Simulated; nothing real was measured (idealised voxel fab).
process module | voxel quadruple lines
cross-section cut | 175 nm wide | cells 5 nm
A cross-section is a grid of square cells, given in bands from the top down. A band is one or more rows of cells.
Each band's line starts with the height of the band's top and of its bottom, in nm. Then come its materials from left to right, each with its width in nm. One material with "throughout" fills the band from edge to edge. "air" is empty space.
Height 0 is the level under which the wafer as received is all one material. The lowest band goes on downwards, as in "0 down".
A width such as "30 to 40" changes by the same amount from each row of cells to the next, from the band's top row to its bottom row.
"no change" after a step means that no cell of the cross-section changed.
closed voids: empty space of 8 cells or more with no open way to the top, each as width x height at its distance from the left edge, in nm
after a step's settings: what the simulator itself notes on the step
overlay nm, on a step with a mask: how far to the right of its planned place the mask lay; to the left if negative
plan
1 op RECEIVE | material Si
2 op CONFORMAL_DEP | material SiO2 | thk nm 5
3 op DIRECTIONAL_DEP | material W | thk nm 15
4 op DIRECTIONAL_DEP | material polySi | thk nm 15
5 op DIRECTIONAL_DEP | material aC | thk nm 20
6 op PATTERN | tone cover | mask id MANDREL | material resist | width nm 25 | thk nm 30 | overlay nm 0
7 op DIRECTIONAL_ETCH | etch materials aC | depth nm 20
8 op STRIP | etch materials resist
9 op CONFORMAL_DEP | material SiO2 | thk nm 15
10 op DIRECTIONAL_ETCH | etch materials SiO2 | depth nm 15
11 op STRIP | etch materials aC
12 op DIRECTIONAL_ETCH | etch materials polySi | depth nm 15
13 op STRIP | etch materials SiO2
14 op CONFORMAL_DEP | material SiCN | thk nm 5
15 op DIRECTIONAL_ETCH | etch materials SiCN | depth nm 5
16 op STRIP | etch materials polySi
17 op DIRECTIONAL_ETCH | etch materials W | depth nm 15
18 op STRIP | etch materials SiCN
19 op FILL_DEP | material SiO2 | thk nm 5
20 op CMP | height nm 20
as received, after step 1
  0 down: Si throughout
  closed voids: none
first wafer at the end, as planned
  20 to 5: SiO2 55 | W 5 | SiO2 15 | W 5 | SiO2 15 | W 5 | SiO2 15 | W 5 | SiO2 55
  5 to 0: SiO2 throughout
  0 down: Si throughout
  closed voids: none
second wafer at the end: like start, like plan, one mistake
  10 to 5: SiO2 55 | W 5 | SiO2 15 | W 5 | SiO2 15 | W 5 | SiO2 15 | W 5 | SiO2 55
  5 to 0: SiO2 throughout
  0 down: Si throughout
  closed voids: none
what went wrong: step 20 ran as: op CMP | height nm 10
at the end the second wafer has, in cells: 62 fewer of SiO2 | 8 fewer of W
